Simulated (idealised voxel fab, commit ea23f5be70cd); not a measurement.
Presented below is a process module, voxel gate over fins.
The cross-section on display is named cut; it measures 270 nm wide, and its cells are 5 nm squares.
Bands, listed from the top down, are how a cross-section gets written in this document; the cross-section itself is a grid of square cells, and a band is one or more rows of them.
Band: top and bottom heights (nm) first, top before bottom; then materials from left to right, widths in nm. "full width" marks a sole material filling the band edge to edge. "air" denotes empty space.
All heights in this document are referenced to 0, defined as the level beneath which the wafer, as received, consists entirely of one material. The lowest band is not bounded below; it extends indefinitely downward and is written in the form "0 down".
When a width is written as two numbers, as in "30 to 40", the first number is the width in the top row of cells of the band and the second is the width in its bottom row, and the width changes by the same amount from each row to the next.
It should be understood that the words "remains unaltered", when stated for a given step, signify that the cross-section underwent no change in any of its cells during that step.
Heads up: "Closed empty spaces" only lists the empty pockets with no open path to the top that are 8 cells or more, and it writes them as width x height at distance, distance from the left edge, in nm.
after a step's settings: what the simulator itself notes on the step
Each step line may optionally specify "overlay nm", which for a step with a mask gives the rightward distance between the mask's planned place and where it lay, a negative value indicating the leftward direction.

-- Process steps foreseen in the plan
1: RECEIVE, material Si
2: CONFORMAL_DEP, material SiN, thk nm 5
3: MASKED_ETCH, tone cover, mask id FINS, width nm 15, pitch nm 55, etch materials SiN, depth nm 5, overlay nm 0
4: MASKED_ETCH, tone cover, mask id FINS, width nm 15, pitch nm 55, etch materials Si, depth nm 35, overlay nm 0
5: OXIDIZE, depth nm 5
6: FILL_DEP, material SiO2, thk nm 15
7: CMP, height nm 5
8: PATTERN, tone open, mask id RAIL, material resist, width nm 15, thk nm 20, overlay nm 0
9: DIRECTIONAL_ETCH, etch materials SiO2, depth nm 35
10: STRIP, etch materials resist
11: CONFORMAL_DEP, material TiN, thk nm 5
12: FILL_DEP, material Ru, thk nm 5
13: CMP, height nm 5
14: SELECTIVE_ETCH, etch materials W Ru TiN, depth nm 20
15: FILL_DEP, material SiO2, thk nm 5
16: CMP, height nm 5
17: SELECTIVE_ETCH, etch materials SiO2, depth nm 15
18: STRIP, etch materials SiN
19: CONFORMAL_DEP, material HfO2, thk nm 5
20: CONFORMAL_DEP, material TiN, thk nm 5
21: FILL_DEP, material W, thk nm 15
22: CMP, height nm 20
23: CONFORMAL_DEP, material SiCN, thk nm 5
varied across the wafers: width nm of step 8. The plan shows the first wafer's value. All wafers start alike

-- First of several wafers, received after step 1, in cross-section
  0 down: Si full width
  Closed empty spaces: none

-- Each row below is a wafer at the end of the module, listing for every material the number of cells it has gained (+) or lost (-) since it was received, followed by its closed voids
width nm 15 | +70 HfO2 | +2 Ru | -400 Si | +54 SiCN | +291 SiO2 | +77 TiN | +176 W | Closed empty spaces: none
width nm 20 | +70 HfO2 | +4 Ru | -400 Si | +54 SiCN | +288 SiO2 | +78 TiN | +176 W | Closed empty spaces: none
width nm 25 | +70 HfO2 | +6 Ru | -400 Si | +54 SiCN | +285 SiO2 | +79 TiN | +176 W | Closed empty spaces: none
width nm 30 | +70 HfO2 | +8 Ru | -400 Si | +54 SiCN | +282 SiO2 | +80 TiN | +176 W | Closed empty spaces: none
